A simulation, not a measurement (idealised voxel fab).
Process module under the name voxel ribs on slabs
Pictured: cross-section cut, 195 nm wide, on a grid of 5 nm square cells.
Format of a cross-section: grid, square cells. Given as bands. Order: top down. Band: one or more rows of cells.
Basically the band line says how high the top is and how high the bottom is, in nm, and then what's in it from left to right, every material with its width in nm. Empty space shows up as "blank", and if a single material carries "throughout" it runs the full band edge to edge.
For the purposes of this specification, 0 denotes the height below which the wafer in its as-received condition is composed wholly of one material, and the lowermost band, lacking a lower limit, extends downward without end, as expressed in "0 -> down".
Think of "30->40" as a width that walks from the first number to the second as you go down the band, top row to bottom row, taking equal-sized steps from row to row.
"no change", as given for a step, is the statement that not any cell of the cross-section underwent a change during that step.
Closed-off voids of 8+ cells (no open route to the top) go in "Fully enclosed voids", written width x height at distance from the left edge, in nm.
Whatever follows a step's settings on its line is a remark the simulator itself makes about that step.
Among the settings permitted on a step's line is "overlay nm"; applied to a step with a mask, it specifies the extent to which the mask lay to the right of its planned position, whereas a negative figure signifies a position to the left.
## plan
1. RECEIVE,material Si
2. DIRECTIONAL_DEP,material SiO2,thk nm 20
3. DIRECTIONAL_DEP,material SiN,thk nm 20
4. PATTERN,tone cover,mask id RIB,material resist,width nm 30,thk nm 20,overlay nm 0
5. DIRECTIONAL_ETCH,etch materials SiN,depth nm 10
6. STRIP,etch materials resist
7. PATTERN,tone cover,mask id SLAB,material resist,width nm 60,thk nm 15,overlay nm -15
8. DIRECTIONAL_ETCH,etch materials SiN,depth nm 10
9. STRIP,etch materials resist
10. FILL_DEP,material SiO2,thk nm 25
11. CMP,height nm 55
12. DIRECTIONAL_DEP,material W,thk nm 5
13. PATTERN,tone cover,mask id HEATER,material resist,width nm 40,thk nm 20,overlay nm 0
14. DIRECTIONAL_ETCH,etch materials W,depth nm 5
15. STRIP,etch materials resist
16. CONFORMAL_DEP,material SiN,thk nm 5
Among the wafers covered here, the point of difference is the overlay nm at step 7; their starting state is shared, and the plan presents the value of the first wafer.
## The first of several wafers in cross-section, exactly as it reached us after step 1
    0 -> down = Si throughout
    Fully enclosed voids: none
## Tabulated below, wafer by wafer, are the end-of-module results: for each material, the number of cells gained (+) or lost (-) relative to the as-received state, followed by the closed voids
overlay nm -15; +77 SiN; +393 SiO2; +8 W; Fully enclosed voids: none
overlay nm -10; +77 SiN; +393 SiO2; +8 W; Fully enclosed voids: none
overlay nm -5; +77 SiN; +393 SiO2; +8 W; Fully enclosed voids: none
overlay nm 0; +77 SiN; +393 SiO2; +8 W; Fully enclosed voids: none
overlay nm 5; +77 SiN; +393 SiO2; +8 W; Fully enclosed voids: none
overlay nm 10; +77 SiN; +393 SiO2; +8 W; Fully enclosed voids: none
overlay nm 15; +77 SiN; +393 SiO2; +8 W; Fully enclosed voids: none
